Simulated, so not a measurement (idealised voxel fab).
The following process module bears the name voxel fin reveal.
The figure presents cross-section cut, which has a width of 235 nm and is divided into square cells with an edge length of 5 nm.
Square cells in a grid make up a cross-section in this document, and the grid is given as bands, listed from the top down, each one or more rows of cells. Within each band entry, the heights of the top and of the bottom of the band appear first, in that order and in nm; the materials of the band then follow from left to right, each with its corresponding width in nm. The designation "all across" on a single material indicates that it fills the band from edge to edge; the designation "blank" indicates empty space. Counting heights begins at 0, where everything beneath is, in the wafer as received, one material. The lowest band has no bottom; it goes on downwards, as "top 0, no bottom" shows. Width: "30..40" (first number = top row, second number = bottom row, same change from row to row of cells). What does "everything unchanged" mean for a step? It means no cell of the cross-section changed in that step. Entry "Unvented internal voids". Content: empty spaces with no open connection to the top, size 8 cells or greater. Each: width x height at distance. Distance: from left edge. Unit: nm. Note: text after step settings on the step line = simulator remark on that step. overlay nm: on a step with a mask, how far right of its planned place the mask lay; negative means left.
Set out below are the planned steps of the process
1. RECEIVE | material Si
2. CONFORMAL_DEP | material SiN | thk nm 5
3. PATTERN | tone cover | mask id FINS | material resist | width nm 15 | pitch nm 40 | thk nm 20 | overlay nm 0
4. DIRECTIONAL_ETCH | etch materials SiN | depth nm 5
5. DIRECTIONAL_ETCH | etch materials Si | depth nm 40
6. STRIP | etch materials resist
7. FILL_DEP | material SiO2 | thk nm 10
8. CMP | height nm 5
9. SELECTIVE_ETCH | etch materials SiO2 | depth nm 30
10. STRIP | etch materials SiN
11. CONFORMAL_DEP | material SiO2 | thk nm 5
Wafer as received: cross-section following step 1
  top 0, no bottom = Si all across
  Unvented internal voids: none
Final wafer profile in cross-section after the module, from the same start and plan as above, with one mistake made during processing
  top 5, bottom 0 = 55 nm blank, 25 nm SiO2, 15 nm blank, 25 nm SiO2, 15 nm blank, 25 nm SiO2, 15 nm blank, 25 nm SiO2, 35 nm blank
  top 0, bottom -20 = 55 nm blank, 5 nm SiO2, 15 nm Si, 5 nm SiO2, 15 nm blank, 5 nm SiO2, 15 nm Si, 5 nm SiO2, 15 nm blank, 5 nm SiO2, 15 nm Si, 5 nm SiO2, 15 nm blank, 5 nm SiO2, 15 nm Si, 5 nm SiO2, 35 nm blank
  top -20, bottom -40 = 60 nm SiO2, 15 nm Si, 25 nm SiO2, 15 nm Si, 25 nm SiO2, 15 nm Si, 25 nm SiO2, 15 nm Si, 40 nm SiO2
  top -40, no bottom = Si all across
  Unvented internal voids: none
Want to know what went wrong? the process deviated at step 3: the operation and settings actually run there were PATTERN | tone cover | mask id FINS | material resist | width nm 15 | pitch nm 40 | thk nm 20 | overlay nm 10
